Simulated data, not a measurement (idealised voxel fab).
The following is a process module called voxel quadruple lines.
Displayed cross-section: cut, width of 300 nm, square cells sized 5 nm.
Cross-sections here: square-cell grids, written as top-down lists of bands, a band being one or more rows of cells.
The band entry comprises the height of the band's top followed by the height of its bottom, expressed in nm, and subsequently the band's materials from left to right, each stated together with its width in nm. Where a single material is marked with the word "full width", that material fills the band from edge to edge. The word "empty" represents empty space.
For the purposes of this specification, 0 denotes the height below which the wafer in its as-received condition is composed wholly of one material, and the lowermost band, lacking a lower limit, extends downward without end, as expressed in "from 0 down".
The width entry "30 to 40" should be interpreted row by row: the top row of cells in the band takes the first number, the bottom row takes the second number, and the change between adjacent rows is uniform throughout.
Any step labelled "no alteration" changed none of the cells in the cross-section.
This entry, "Sealed void inventory", enumerates those empty regions of no fewer than 8 cells that possess no open connection to the top. Each region is reported in the form width x height at distance, the distance being taken from the left edge, with all three quantities expressed in nm.
If you see something after the settings on a step's line, that's the simulator's own remark about that step.
overlay nm: for a step with a mask, the amount by which the mask lay right of where it was planned; a negative amount means left of it.
Here's what the planned process steps look like:
1. RECEIVE, material Si
2. CONFORMAL_DEP, material Al2O3, thk nm 5
3. DIRECTIONAL_DEP, material TiN, thk nm 10
4. DIRECTIONAL_DEP, material polySi, thk nm 15
5. DIRECTIONAL_DEP, material aC, thk nm 25
6. PATTERN, tone cover, mask id MANDREL, material resist, width nm 35, pitch nm 100, thk nm 30, overlay nm 0
7. DIRECTIONAL_ETCH, etch materials aC, depth nm 25
8. STRIP, etch materials resist
9. CONFORMAL_DEP, material SiO2, thk nm 15
10. DIRECTIONAL_ETCH, etch materials SiO2, depth nm 15
11. STRIP, etch materials aC
12. DIRECTIONAL_ETCH, etch materials polySi, depth nm 15
13. STRIP, etch materials SiO2
14. CONFORMAL_DEP, material SiCN, thk nm 10
15. DIRECTIONAL_ETCH, etch materials SiCN, depth nm 10
16. STRIP, etch materials polySi
17. DIRECTIONAL_ETCH, etch materials TiN, depth nm 10
18. STRIP, etch materials SiCN
Incoming wafer, cross-sectional view, post step 1:
    from 0 down | Si full width
    Sealed void inventory: none
Same starting wafer, same plan as above, one mistake in the execution; this is the cross-section at the end of the module:
    from 15 to 5 | empty 70, then TiN 10, then empty 15, then TiN 5, then empty 15, then TiN 10, then empty 45, then TiN 10, then empty 15, then TiN 5, then empty 15, then TiN 10, then empty 75
    from 5 to 0 | Al2O3 full width
    from 0 down | Si full width
    Sealed void inventory: none
Error vs. plan: step 6 went in with a setting other than planned; the actual run was PATTERN, tone open, mask id MANDREL, material resist, width nm 35, pitch nm 100, thk nm 30, overlay nm 0
